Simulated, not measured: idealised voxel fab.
process module | voxel capacitor over wiring
cross-section cut | 225 nm wide | cells 5 nm
A cross-section is a grid of square cells, given in bands from the top down. A band is one or more rows of cells.
Each band's line starts with the height of the band's top and of its bottom, in nm. Then come its materials from left to right, each with its width in nm. One material with "throughout" fills the band from edge to edge. "air" is empty space.
Height 0 is the level under which the wafer as received is all one material. The lowest band goes on downwards, as in "0 down".
A width such as "30 to 40" changes by the same amount from each row of cells to the next, from the band's top row to its bottom row.
"no change" after a step means that no cell of the cross-section changed.
closed voids: empty space of 8 cells or more with no open way to the top, each as width x height at its distance from the left edge, in nm
after a step's settings: what the simulator itself notes on the step
overlay nm, on a step with a mask: how far to the right of its planned place the mask lay; to the left if negative
plan
1 op RECEIVE | material Si
2 op CONFORMAL_DEP | material SiO2 | thk nm 15
3 op DIRECTIONAL_DEP | material TiN | thk nm 5
4 op DIRECTIONAL_DEP | material W | thk nm 15
5 op MASKED_ETCH | tone cover | mask id METAL_1 | width nm 25 | pitch nm 95 | etch materials W | depth nm 15 | overlay nm 0
6 op MASKED_ETCH | tone cover | mask id METAL_1 | width nm 25 | pitch nm 95 | etch materials TiN | depth nm 5 | overlay nm 0
7 op CONFORMAL_DEP | material SiCN | thk nm 5
8 op FILL_DEP | material lowk | thk nm 5
9 op CMP | height nm 35
10 op CONFORMAL_DEP | material SiCN | thk nm 5
11 op DIRECTIONAL_DEP | material lowk | thk nm 15
12 op PATTERN | tone open | mask id PLUG_1 | material resist | width nm 15 | thk nm 20 | overlay nm 0
13 op DIRECTIONAL_ETCH | etch materials lowk | depth nm 15
14 op DIRECTIONAL_ETCH | etch materials SiCN | depth nm 5
15 op STRIP | etch materials resist
16 op CONFORMAL_DEP | material TiN | thk nm 5
17 op FILL_DEP | material Ru | thk nm 10
18 op CMP | height nm 55
19 op DIRECTIONAL_DEP | material TiN | thk nm 5
20 op DIRECTIONAL_DEP | material SiN | thk nm 5
21 op DIRECTIONAL_DEP | material TiN | thk nm 5
22 op PATTERN | tone cover | mask id UPPER_PLATE | material resist | width nm 75 | thk nm 15 | overlay nm 0
23 op DIRECTIONAL_ETCH | etch materials TiN | depth nm 5
24 op DIRECTIONAL_ETCH | etch materials SiN | depth nm 5
25 op STRIP | etch materials resist
26 op MASKED_ETCH | tone cover | mask id LOWER_PLATE | width nm 85 | etch materials TiN | depth nm 5 | overlay nm 0
27 op FILL_DEP | material SiO2 | thk nm 20
28 op CMP | height nm 85
29 op MASKED_ETCH | tone open | mask id PLUG_2 | width nm 15 | etch materials SiO2 | depth nm 15 | overlay nm 0
30 op CONFORMAL_DEP | material TiN | thk nm 5
31 op FILL_DEP | material Ru | thk nm 10
32 op CMP | height nm 85
33 op CONFORMAL_DEP | material SiN | thk nm 5
as received, after step 1
  0 down: Si throughout
  closed voids: none
a wafer at the end: this start, this plan, one mistake
  90 to 85: SiN throughout
  85 to 75: SiO2 70 | TiN 5 | Ru 5 | TiN 5 | SiO2 140
  75 to 65: SiO2 70 to 60 | TiN 15 to 75 | SiO2 140 to 90
  65 to 60: SiO2 60 | SiN 75 | SiO2 90
  60 to 55: SiO2 55 | TiN 85 | SiO2 85
  55 to 40: lowk 60 | TiN 5 | Ru 5 | TiN 5 | lowk 150
  40 to 35: SiCN 60 | TiN 15 | SiCN 150
  35 to 30: SiCN 50 | TiN 25 | SiCN 70 | TiN 25 | SiCN 55
  30 to 0: SiO2 throughout
  0 down: Si throughout
  closed voids: none
what went wrong: step 2 was run twice
